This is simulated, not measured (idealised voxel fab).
The following is a process module called voxel tone inversion.
Square cell edge 5 nm, section width 140 nm, ID cut.
If you're reading a cross-section in this doc, picture square cells in a grid; it comes to you as bands, top ones listed first down to the bottom, and a band can be one or more rows of cells.
Heads up on the band format: heights come first, top then bottom, in nm. After that it's the materials left to right, each with its width in nm. A single material flagged "everywhere" fills the whole band edge to edge, and "air" means there's empty space there.
Ref level 0: as-received wafer is one material below here. Bottom band extends down with no lower bound ("0 nm and below").
With a width like "30..40", each row of cells in the band differs from the next by the same amount, the top row carrying the first number and the bottom row the second.
"remained the same" after a step means that no cell of the cross-section changed.
This entry, "Closed void inventory", enumerates those empty regions of no fewer than 8 cells that possess no open connection to the top. Each region is reported in the form width x height at distance, the distance being taken from the left edge, with all three quantities expressed in nm.
It should be noted that, on the line of a given step, the content following the step's settings is a remark produced by the simulator itself with respect to that step.
For masked steps, "overlay nm" on the step line gives how far right of plan the mask actually lay; a minus sign means it lay to the left.
Read the rest as pairs. Take the cross-section before one process step, then the cross-section after it, which shows only down to the lowest band that changed. Under the pair, find the step between them and its settings. Bear in mind that pairs may come from different runs of this module on the same starting wafer: link a pair to the pair above it only where its entry headed "Pre-process state" says to.

## Pre-process state
> 0 nm and below: Si everywhere
> Closed void inventory: none

## Post-Process Section
> 10 nm to 0 nm: SiCN everywhere
> Anything lower than 0 is untouched.
> Closed void inventory: none
In between the before and after cross-sections above, the step is op CONFORMAL_DEP | material SiCN | thk nm 10

Pre-process state: as shown after the step in the preceding pair, directly above.

## Post-Process Section
> 25 nm to 10 nm: polySi everywhere
> Anything lower than 10 is untouched.
> Closed void inventory: none
In between the before and after cross-sections above, the step is op DIRECTIONAL_DEP | material polySi | thk nm 15

Pre-process state: as shown after the step in the preceding pair, directly above.

## Post-Process Section
> 50 nm to 25 nm: air (35)  resist (20)  air (30)  resist (20)  air (35)
> Anything lower than 25 is untouched.
> Closed void inventory: none
In between the before and after cross-sections above, the step is op PATTERN | tone cover | mask id POSTS | material resist | width nm 20 | pitch nm 50 | thk nm 25 | overlay nm 0

Pre-process state: as shown after the step in the preceding pair, directly above.

## Post-Process Section
> 50 nm to 25 nm: air (35)  resist (20)  air (30)  resist (20)  air (35)
> 25 nm to 10 nm: air (35)  polySi (20)  air (30)  polySi (20)  air (35)
> Anything lower than 10 is untouched.
> Closed void inventory: none
In between the before and after cross-sections above, the step is op DIRECTIONAL_ETCH | etch materials polySi | depth nm 15

Pre-process state: as shown after the step in the preceding pair, directly above.

## Post-Process Section
> 25 nm to 10 nm: air (35)  polySi (20)  air (30)  polySi (20)  air (35)
> Anything lower than 10 is untouched.
> Closed void inventory: none
In between the before and after cross-sections above, the step is op STRIP | etch materials resist

Pre-process state: as shown after the step in the preceding pair, directly above.

## Post-Process Section
> 30 nm to 25 nm: SiO2 everywhere
> 25 nm to 10 nm: SiO2 (35)  polySi (20)  SiO2 (30)  polySi (20)  SiO2 (35)
> Anything lower than 10 is untouched.
> Closed void inventory: none
In between the before and after cross-sections above, the step is op FILL_DEP | material SiO2 | thk nm 5

Pre-process state: as shown after the step in the preceding pair, directly above.

## Post-Process Section
> 25 nm to 10 nm: SiO2 (35)  polySi (20)  SiO2 (30)  polySi (20)  SiO2 (35)
> Anything lower than 10 is untouched.
> Closed void inventory: none
In between the before and after cross-sections above, the step is op CMP | height nm 25

Pre-process state: as shown after the step in the preceding pair, directly above.

## Post-Process Section
> 25 nm to 10 nm: SiO2 (35)  air (20)  SiO2 (30)  air (20)  SiO2 (35)
> Anything lower than 10 is untouched.
> Closed void inventory: none
In between the before and after cross-sections above, the step is op STRIP | etch materials polySi

## Pre-process state
> 30 nm to 25 nm: SiO2 everywhere
> 25 nm to 10 nm: SiO2 (35)  polySi (20)  SiO2 (30)  polySi (20)  SiO2 (35)
> 10 nm to 0 nm: SiCN everywhere
> 0 nm and below: Si everywhere
> Closed void inventory: none

## Post-Process Section
> 35 nm to 25 nm: SiO2 everywhere
> Anything lower than 25 is untouched.
> Closed void inventory: none
In between the before and after cross-sections above, the step is op FILL_DEP | material SiO2 | thk nm 5

Pre-process state: as shown after the step in the preceding pair, directly above.

## Post-Process Section
> 25 nm to 10 nm: SiO2 (35)  polySi (20)  SiO2 (30)  polySi (20)  SiO2 (35)
> Anything lower than 10 is untouched.
> Closed void inventory: none
In between the before and after cross-sections above, the step is op CMP | height nm 25

## Pre-process state
> 0 nm and below: Si everywhere
> Closed void inventory: none

## Post-Process Section
> 15 nm to 0 nm: polySi everywhere
> Anything lower than 0 is untouched.
> Closed void inventory: none
In between the before and after cross-sections above, the step is op DIRECTIONAL_DEP | material polySi | thk nm 15

Pre-process state: as shown after the step in the preceding pair, directly above.

## Post-Process Section
> 25 nm to 15 nm: SiCN everywhere
> Anything lower than 15 is untouched.
> Closed void inventory: none
In between the before and after cross-sections above, the step is op CONFORMAL_DEP | material SiCN | thk nm 10

Pre-process state: as shown after the step in the preceding pair, directly above.

## Post-Process Section
> 50 nm to 25 nm: air (35)  resist (20)  air (30)  resist (20)  air (35)
> Anything lower than 25 is untouched.
> Closed void inventory: none
In between the before and after cross-sections above, the step is op PATTERN | tone cover | mask id POSTS | material resist | width nm 20 | pitch nm 50 | thk nm 25 | overlay nm 0

Pre-process state: as shown after the step in the preceding pair, directly above.

## Post-Process Section
> 25 nm to 15 nm: SiCN everywhere
> Anything lower than 15 is untouched.
> Closed void inventory: none
In between the before and after cross-sections above, the step is op STRIP | etch materials resist

Pre-process state: as shown after the step in the preceding pair, directly above.

## Post-Process Section
> 30 nm to 25 nm: SiO2 everywhere
> Anything lower than 25 is untouched.
> Closed void inventory: none
In between the before and after cross-sections above, the step is op FILL_DEP | material SiO2 | thk nm 5

Pre-process state: as shown after the step in the preceding pair, directly above.

## Post-Process Section
> 25 nm to 15 nm: SiCN everywhere
> Anything lower than 15 is untouched.
> Closed void inventory: none
In between the before and after cross-sections above, the step is op CMP | height nm 25

## Pre-process state
> 30 nm to 25 nm: SiO2 everywhere
> 25 nm to 10 nm: SiO2 (35)  polySi (20)  SiO2 (30)  polySi (20)  SiO2 (35)
> 10 nm to 0 nm: SiCN everywhere
> 0 nm and below: Si everywhere
> Closed void inventory: none

## Post-Process Section
> 15 nm to 10 nm: SiO2 (35)  polySi (20)  SiO2 (30)  polySi (20)  SiO2 (35)
> Anything lower than 10 is untouched.
> Closed void inventory: none
In between the before and after cross-sections above, the step is op CMP | height nm 15

Pre-process state: as shown after the step in the preceding pair, directly above.

## Post-Process Section
> 15 nm to 10 nm: SiO2 (35)  air (20)  SiO2 (30)  air (20)  SiO2 (35)
> Anything lower than 10 is untouched.
> Closed void inventory: none
In between the before and after cross-sections above, the step is op STRIP | etch materials polySi

## Pre-process state
> 25 nm to 10 nm: polySi everywhere
> 10 nm to 0 nm: SiCN everywhere
> 0 nm and below: Si everywhere
> Closed void inventory: none

## Post-Process Section
> 50 nm to 25 nm: air (35)  resist (25)  air (25)  resist (25)  air (30)
> Anything lower than 25 is untouched.
> Closed void inventory: none
In between the before and after cross-sections above, the step is op PATTERN | tone cover | mask id POSTS | material resist | width nm 25 | pitch nm 50 | thk nm 25 | overlay nm 0

Pre-process state: as shown after the step in the preceding pair, directly above.

## Post-Process Section
> 50 nm to 25 nm: air (35)  resist (25)  air (25)  resist (25)  air (30)
> 25 nm to 10 nm: air (35)  polySi (25)  air (25)  polySi (25)  air (30)
> Anything lower than 10 is untouched.
> Closed void inventory: none
In between the before and after cross-sections above, the step is op DIRECTIONAL_ETCH | etch materials polySi | depth nm 15

Pre-process state: as shown after the step in the preceding pair, directly above.

## Post-Process Section
> 25 nm to 10 nm: air (35)  polySi (25)  air (25)  polySi (25)  air (30)
> Anything lower than 10 is untouched.
> Closed void inventory: none
In between the before and after cross-sections above, the step is op STRIP | etch materials resist

Pre-process state: as shown after the step in the preceding pair, directly above.

## Post-Process Section
> 30 nm to 25 nm: SiO2 everywhere
> 25 nm to 10 nm: SiO2 (35)  polySi (25)  SiO2 (25)  polySi (25)  SiO2 (30)
> Anything lower than 10 is untouched.
> Closed void inventory: none
In between the before and after cross-sections above, the step is op FILL_DEP | material SiO2 | thk nm 5

Pre-process state: as shown after the step in the preceding pair, directly above.

## Post-Process Section
> 25 nm to 10 nm: SiO2 (35)  polySi (25)  SiO2 (25)  polySi (25)  SiO2 (30)
> Anything lower than 10 is untouched.
> Closed void inventory: none
In between the before and after cross-sections above, the step is op CMP | height nm 25

Pre-process state: as shown after the step in the preceding pair, directly above.

## Post-Process Section
> 25 nm to 10 nm: SiO2 (35)  air (25)  SiO2 (25)  air (25)  SiO2 (30)
> Anything lower than 10 is untouched.
> Closed void inventory: none
In between the before and after cross-sections above, the step is op STRIP | etch materials polySi

## Pre-process state
> 25 nm to 10 nm: polySi everywhere
> 10 nm to 0 nm: SiCN everywhere
> 0 nm and below: Si everywhere
> Closed void inventory: none

## Post-Process Section
> 50 nm to 25 nm: air (25)  resist (20)  air (30)  resist (20)  air (45)
> Anything lower than 25 is untouched.
> Closed void inventory: none
In between the before and after cross-sections above, the step is op PATTERN | tone cover | mask id POSTS | material resist | width nm 20 | pitch nm 50 | thk nm 25 | overlay nm -10

Pre-process state: as shown after the step in the preceding pair, directly above.

## Post-Process Section
> 50 nm to 25 nm: air (25)  resist (20)  air (30)  resist (20)  air (45)
> 25 nm to 10 nm: air (25)  polySi (20)  air (30)  polySi (20)  air (45)
> Anything lower than 10 is untouched.
> Closed void inventory: none
In between the before and after cross-sections above, the step is op DIRECTIONAL_ETCH | etch materials polySi | depth nm 15

Pre-process state: as shown after the step in the preceding pair, directly above.

## Post-Process Section
> 25 nm to 10 nm: air (25)  polySi (20)  air (30)  polySi (20)  air (45)
> Anything lower than 10 is untouched.
> Closed void inventory: none
In between the before and after cross-sections above, the step is op STRIP | etch materials resist

Pre-process state: as shown after the step in the preceding pair, directly above.

## Post-Process Section
> 30 nm to 25 nm: SiO2 everywhere
> 25 nm to 10 nm: SiO2 (25)  polySi (20)  SiO2 (30)  polySi (20)  SiO2 (45)
> Anything lower than 10 is untouched.
> Closed void inventory: none
In between the before and after cross-sections above, the step is op FILL_DEP | material SiO2 | thk nm 5

Pre-process state: as shown after the step in the preceding pair, directly above.

## Post-Process Section
> 25 nm to 10 nm: SiO2 (25)  polySi (20)  SiO2 (30)  polySi (20)  SiO2 (45)
> Anything lower than 10 is untouched.
> Closed void inventory: none
In between the before and after cross-sections above, the step is op CMP | height nm 25

Pre-process state: as shown after the step in the preceding pair, directly above.

## Post-Process Section
> 25 nm to 10 nm: SiO2 (25)  air (20)  SiO2 (30)  air (20)  SiO2 (45)
> Anything lower than 10 is untouched.
> Closed void inventory: none
In between the before and after cross-sections above, the step is op STRIP | etch materials polySi

## Pre-process state
> 0 nm and below: Si everywhere
> Closed void inventory: none

## Post-Process Section
> 10 nm to 0 nm: SiO2 everywhere
> Anything lower than 0 is untouched.
> Closed void inventory: none
In between the before and after cross-sections above, the step is op CONFORMAL_DEP | material SiO2 | thk nm 10

Pre-process state: as shown after the step in the preceding pair, directly above.

## Post-Process Section
> 25 nm to 10 nm: polySi everywhere
> Anything lower than 10 is untouched.
> Closed void inventory: none
In between the before and after cross-sections above, the step is op DIRECTIONAL_DEP | material polySi | thk nm 15

Pre-process state: as shown after the step in the preceding pair, directly above.

## Post-Process Section
> 50 nm to 25 nm: air (35)  resist (20)  air (30)  resist (20)  air (35)
> Anything lower than 25 is untouched.
> Closed void inventory: none
In between the before and after cross-sections above, the step is op PATTERN | tone cover | mask id POSTS | material resist | width nm 20 | pitch nm 50 | thk nm 25 | overlay nm 0

Pre-process state: as shown after the step in the preceding pair, directly above.

## Post-Process Section
> 50 nm to 25 nm: air (35)  resist (20)  air (30)  resist (20)  air (35)
> 25 nm to 10 nm: air (35)  polySi (20)  air (30)  polySi (20)  air (35)
> Anything lower than 10 is untouched.
> Closed void inventory: none
In between the before and after cross-sections above, the step is op DIRECTIONAL_ETCH | etch materials polySi | depth nm 15

Pre-process state: as shown after the step in the preceding pair, directly above.

## Post-Process Section
> 25 nm to 10 nm: air (35)  polySi (20)  air (30)  polySi (20)  air (35)
> Anything lower than 10 is untouched.
> Closed void inventory: none
In between the before and after cross-sections above, the step is op STRIP | etch materials resist

Pre-process state: as shown after the step in the preceding pair, directly above.

## Post-Process Section
> 30 nm to 25 nm: SiO2 everywhere
> 25 nm to 10 nm: SiO2 (35)  polySi (20)  SiO2 (30)  polySi (20)  SiO2 (35)
> Anything lower than 10 is untouched.
> Closed void inventory: none
In between the before and after cross-sections above, the step is op FILL_DEP | material SiO2 | thk nm 5

Pre-process state: as shown after the step in the preceding pair, directly above.

## Post-Process Section
> 25 nm to 10 nm: SiO2 (35)  polySi (20)  SiO2 (30)  polySi (20)  SiO2 (35)
> Anything lower than 10 is untouched.
> Closed void inventory: none
In between the before and after cross-sections above, the step is op CMP | height nm 25

Pre-process state: as shown after the step in the preceding pair, directly above.

## Post-Process Section
> 25 nm to 10 nm: SiO2 (35)  air (20)  SiO2 (30)  air (20)  SiO2 (35)
> Anything lower than 10 is untouched.
> Closed void inventory: none
In between the before and after cross-sections above, the step is op STRIP | etch materials polySi

## Pre-process state
> 25 nm to 10 nm: polySi everywhere
> 10 nm to 0 nm: SiCN everywhere
> 0 nm and below: Si everywhere
> Closed void inventory: none

## Post-Process Section
> 50 nm to 25 nm: resist (35)  air (20)  resist (30)  air (20)  resist (35)
> Anything lower than 25 is untouched.
> Closed void inventory: none
In between the before and after cross-sections above, the step is op PATTERN | tone open | mask id POSTS | material resist | width nm 20 | pitch nm 50 | thk nm 25 | overlay nm 0

Pre-process state: as shown after the step in the preceding pair, directly above.

## Post-Process Section
> 50 nm to 25 nm: resist (35)  air (20)  resist (30)  air (20)  resist (35)
> 25 nm to 10 nm: polySi (35)  air (20)  polySi (30)  air (20)  polySi (35)
> Anything lower than 10 is untouched.
> Closed void inventory: none
In between the before and after cross-sections above, the step is op DIRECTIONAL_ETCH | etch materials polySi | depth nm 15

Pre-process state: as shown after the step in the preceding pair, directly above.

## Post-Process Section
> 25 nm to 10 nm: polySi (35)  air (20)  polySi (30)  air (20)  polySi (35)
> Anything lower than 10 is untouched.
> Closed void inventory: none
In between the before and after cross-sections above, the step is op STRIP | etch materials resist

Pre-process state: as shown after the step in the preceding pair, directly above.

## Post-Process Section
> 30 nm to 25 nm: SiO2 everywhere
> 25 nm to 10 nm: polySi (35)  SiO2 (20)  polySi (30)  SiO2 (20)  polySi (35)
> Anything lower than 10 is untouched.
> Closed void inventory: none
In between the before and after cross-sections above, the step is op FILL_DEP | material SiO2 | thk nm 5

Pre-process state: as shown after the step in the preceding pair, directly above.

## Post-Process Section
> 25 nm to 10 nm: polySi (35)  SiO2 (20)  polySi (30)  SiO2 (20)  polySi (35)
> Anything lower than 10 is untouched.
> Closed void inventory: none
In between the before and after cross-sections above, the step is op CMP | height nm 25

Pre-process state: as shown after the step in the preceding pair, directly above.

## Post-Process Section
> 25 nm to 10 nm: air (35)  SiO2 (20)  air (30)  SiO2 (20)  air (35)
> Anything lower than 10 is untouched.
> Closed void inventory: none
In between the before and after cross-sections above, the step is op STRIP | etch materials polySi
